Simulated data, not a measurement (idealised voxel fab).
process module | voxel lift off
cross-section cut | 140 nm wide | cells 5 nm
A cross-section is a grid of square cells, given in bands from the top down. A band is one or more rows of cells.
Each band's line starts with the height of the band's top and of its bottom, in nm. Then come its materials from left to right, each with its width in nm. One material with "throughout" fills the band from edge to edge. "air" is empty space.
Height 0 is the level under which the wafer as received is all one material. The lowest band goes on downwards, as in "0 down".
A width such as "30 to 40" changes by the same amount from each row of cells to the next, from the band's top row to its bottom row.
"no change" after a step means that no cell of the cross-section changed.
closed voids: empty space of 8 cells or more with no open way to the top, each as width x height at its distance from the left edge, in nm
after a step's settings: what the simulator itself notes on the step
overlay nm, on a step with a mask: how far to the right of its planned place the mask lay; to the left if negative
Each pair below shows a cross-section before one step and the cross-section after it, down to the lowest band that changed. The line under each pair gives the step between them, with its settings. The pairs can come from different runs of this module on the same starting wafer, so a pair continues from the pair above only where its "before" says so.
before
  0 down: Si throughout
  closed voids: none
after
  10 to 0: Al2O3 throughout
  below 0: unchanged
  closed voids: none
the step between: op CONFORMAL_DEP | material Al2O3 | thk nm 10
before: the cross-section after the pair above
after
  35 to 10: resist 40 | air 20 | resist 15 | air 20 | resist 45
  below 10: unchanged
  closed voids: none
the step between: op PATTERN | tone open | mask id LINES | material resist | width nm 20 | pitch nm 35 | thk nm 25 | overlay nm 0
before: the cross-section after the pair above
after
  45 to 35: Ru 40 | air 20 | Ru 15 | air 20 | Ru 45
  35 to 20: resist 40 | air 20 | resist 15 | air 20 | resist 45
  20 to 10: resist 40 | Ru 20 | resist 15 | Ru 20 | resist 45
  below 10: unchanged
  closed voids: none
the step between: op DIRECTIONAL_DEP | material Ru | thk nm 10
before: the cross-section after the pair above
after
  20 to 10: air 40 | Ru 20 | air 15 | Ru 20 | air 45
  below 10: unchanged
  closed voids: none
the step between: op STRIP | etch materials resist
before: the cross-section after the pair above
after
  30 to 20: air 30 | SiCN 75 | air 35
  20 to 10: SiCN 40 | Ru 20 | SiCN 15 | Ru 20 | SiCN 45
  below 10: unchanged
  closed voids: none
the step between: op CONFORMAL_DEP | material SiCN | thk nm 10
before
  20 to 10: air 40 | Ru 20 | air 15 | Ru 20 | air 45
  10 to 0: Al2O3 throughout
  0 down: Si throughout
  closed voids: none
after
  35 to 25: air 25 | SiCN 85 | air 30
  25 to 20: SiCN throughout
  20 to 10: SiCN 40 | Ru 20 | SiCN 15 | Ru 20 | SiCN 45
  below 10: unchanged
  closed voids: none
the step between: op CONFORMAL_DEP | material SiCN | thk nm 15
before
  10 to 0: Al2O3 throughout
  0 down: Si throughout
  closed voids: none
after
  35 to 10: resist 45 | air 15 | resist 20 | air 15 | resist 45
  below 10: unchanged
  closed voids: none
the step between: op PATTERN | tone open | mask id LINES | material resist | width nm 15 | pitch nm 35 | thk nm 25 | overlay nm 0
before: the cross-section after the pair above
after
  45 to 35: Ru 45 | air 15 | Ru 20 | air 15 | Ru 45
  35 to 20: resist 45 | air 15 | resist 20 | air 15 | resist 45
  20 to 10: resist 45 | Ru 15 | resist 20 | Ru 15 | resist 45
  below 10: unchanged
  closed voids: none
the step between: op DIRECTIONAL_DEP | material Ru | thk nm 10
before: the cross-section after the pair above
after
  20 to 10: air 45 | Ru 15 | air 20 | Ru 15 | air 45
  below 10: unchanged
  closed voids: none
the step between: op STRIP | etch materials resist
before: the cross-section after the pair above
after
  30 to 20: air 35 | SiCN 70 | air 35
  20 to 10: SiCN 45 | Ru 15 | SiCN 20 | Ru 15 | SiCN 45
  below 10: unchanged
  closed voids: none
the step between: op CONFORMAL_DEP | material SiCN | thk nm 10
before
  10 to 0: Al2O3 throughout
  0 down: Si throughout
  closed voids: none
after
  35 to 10: resist 30 | air 20 | resist 15 | air 20 | resist 55
  below 10: unchanged
  closed voids: none
the step between: op PATTERN | tone open | mask id LINES | material resist | width nm 20 | pitch nm 35 | thk nm 25 | overlay nm -10
before: the cross-section after the pair above
after
  45 to 35: Ru 30 | air 20 | Ru 15 | air 20 | Ru 55
  35 to 20: resist 30 | air 20 | resist 15 | air 20 | resist 55
  20 to 10: resist 30 | Ru 20 | resist 15 | Ru 20 | resist 55
  below 10: unchanged
  closed voids: none
the step between: op DIRECTIONAL_DEP | material Ru | thk nm 10
before: the cross-section after the pair above
after
  20 to 10: air 30 | Ru 20 | air 15 | Ru 20 | air 55
  below 10: unchanged
  closed voids: none
the step between: op STRIP | etch materials resist
before: the cross-section after the pair above
after
  30 to 20: air 20 | SiCN 75 | air 45
  20 to 10: SiCN 30 | Ru 20 | SiCN 15 | Ru 20 | SiCN 55
  below 10: unchanged
  closed voids: none
the step between: op CONFORMAL_DEP | material SiCN | thk nm 10
before
  20 to 10: air 40 | Ru 20 | air 15 | Ru 20 | air 45
  10 to 0: Al2O3 throughout
  0 down: Si throughout
  closed voids: none
after
  30 to 20: air 30 | Al2O3 75 | air 35
  20 to 10: Al2O3 40 | Ru 20 | Al2O3 15 | Ru 20 | Al2O3 45
  below 10: unchanged
  closed voids: none
the step between: op CONFORMAL_DEP | material Al2O3 | thk nm 10
before
  10 to 0: Al2O3 throughout
  0 down: Si throughout
  closed voids: none
after
  35 to 10: air 40 | resist 20 | air 15 | resist 20 | air 45
  below 10: unchanged
  closed voids: none
the step between: op PATTERN | tone cover | mask id LINES | material resist | width nm 20 | pitch nm 35 | thk nm 25 | overlay nm 0
before: the cross-section after the pair above
after
  45 to 35: air 40 | Ru 20 | air 15 | Ru 20 | air 45
  35 to 20: air 40 | resist 20 | air 15 | resist 20 | air 45
  20 to 10: Ru 40 | resist 20 | Ru 15 | resist 20 | Ru 45
  below 10: unchanged
  closed voids: none
the step between: op DIRECTIONAL_DEP | material Ru | thk nm 10
before: the cross-section after the pair above
after
  20 to 10: Ru 40 | air 20 | Ru 15 | air 20 | Ru 45
  below 10: unchanged
  closed voids: none
the step between: op STRIP | etch materials resist
before: the cross-section after the pair above
after
  30 to 20: SiCN throughout
  20 to 10: Ru 40 | SiCN 20 | Ru 15 | SiCN 20 | Ru 45
  below 10: unchanged
  closed voids: none
the step between: op CONFORMAL_DEP | material SiCN | thk nm 10
